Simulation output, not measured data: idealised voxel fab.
Process module under the name voxel ribs on slabs
The figure presents cross-section cut, which has a width of 225 nm and is divided into square cells with an edge length of 5 nm.
This document writes a cross-section as a grid whose cells are square, and gives it as bands, listed from the top down; one or more rows of cells form a band.
This entry defines a band. It first specifies the height of the band's top and the height of its bottom in nm, and then specifies the band's materials from left to right, stating each material with its width in nm. The word "everywhere" identifies a single material that fills the band from edge to edge, while the word "empty" identifies empty space.
Counting heights begins at 0, where everything beneath is, in the wafer as received, one material. The lowest band has no bottom; it goes on downwards, as "0 down" shows.
The expression "30..40" gives the width at the extremes of the band, the first number at its top row of cells and the second at its bottom row, with the width changing by equal amounts from each row to the next in between.
When a step is marked "nothing was modified", none of the cells in the cross-section changed during that step.
"Closed empty spaces" contains a list of empty spaces, each no smaller than 8 cells and without an open way to the top, written in the form width x height at distance with the distance from the left edge and all three in nm.
Formally, on a step line, whatever follows the settings is a remark that the simulator itself makes on the step.
What "overlay nm" on a step's line means: if the step has a mask, that mask lay this far to the right of its planned place, or, when the value is negative, to the left.

-- Set out below are the planned steps of the process
1,op RECEIVE | material Si
2,op DIRECTIONAL_DEP | material SiO2 | thk nm 20
3,op DIRECTIONAL_DEP | material SiN | thk nm 25
4,op PATTERN | tone cover | mask id RIB | material resist | width nm 15 | thk nm 15 | overlay nm 0
5,op DIRECTIONAL_ETCH | etch materials SiN | depth nm 15
6,op STRIP | etch materials resist
7,op MASKED_ETCH | tone cover | mask id SLAB | width nm 65 | etch materials SiN | depth nm 10 | overlay nm 0
8,op FILL_DEP | material SiO2 | thk nm 25
9,op CMP | height nm 65
10,op DIRECTIONAL_DEP | material TiN | thk nm 10
11,op MASKED_ETCH | tone cover | mask id HEATER | width nm 25 | etch materials TiN | depth nm 10 | overlay nm -15
12,op CONFORMAL_DEP | material SiN | thk nm 10
Wafers differ in overlay nm at step 11; plan lists the first wafer's value; identical starting state.

-- Cross-section of the first incoming wafer of several, state after step 1
  0 down: Si everywhere
  Closed empty spaces: none

-- Cross-section of the first of several wafers, taken after step 12, where the module ends
  85 to 75: 75 empty; 45 SiN; 105 empty
  75 to 65: 85 SiN; 25 TiN; 115 SiN
  65 to 45: SiO2 everywhere
  45 to 30: 105 SiO2; 15 SiN; 105 SiO2
  30 to 20: 80 SiO2; 65 SiN; 80 SiO2
  20 to 0: SiO2 everywhere
  0 down: Si everywhere
  Closed empty spaces: none

-- Here we cross-sectioned the last of the wafers once the module was done
  85 to 75: 105 empty; 45 SiN; 75 empty
  75 to 65: 115 SiN; 25 TiN; 85 SiN
  65 to 45: SiO2 everywhere
  45 to 30: 105 SiO2; 15 SiN; 105 SiO2
  30 to 20: 80 SiO2; 65 SiN; 80 SiO2
  20 to 0: SiO2 everywhere
  0 down: Si everywhere
  Closed empty spaces: none

-- Where each wafer stands at the end of the module, a row apiece: cells of each material gained (+) or lost (-) since it was received, then closed voids
overlay nm -15 | +133 SiN | +550 SiO2 | +10 TiN | Closed empty spaces: none
overlay nm -10 | +133 SiN | +550 SiO2 | +10 TiN | Closed empty spaces: none
overlay nm -5 | +133 SiN | +550 SiO2 | +10 TiN | Closed empty spaces: none
overlay nm 0 | +133 SiN | +550 SiO2 | +10 TiN | Closed empty spaces: none
overlay nm 5 | +133 SiN | +550 SiO2 | +10 TiN | Closed empty spaces: none
overlay nm 10 | +133 SiN | +550 SiO2 | +10 TiN | Closed empty spaces: none
overlay nm 15 | +133 SiN | +550 SiO2 | +10 TiN | Closed empty spaces: none
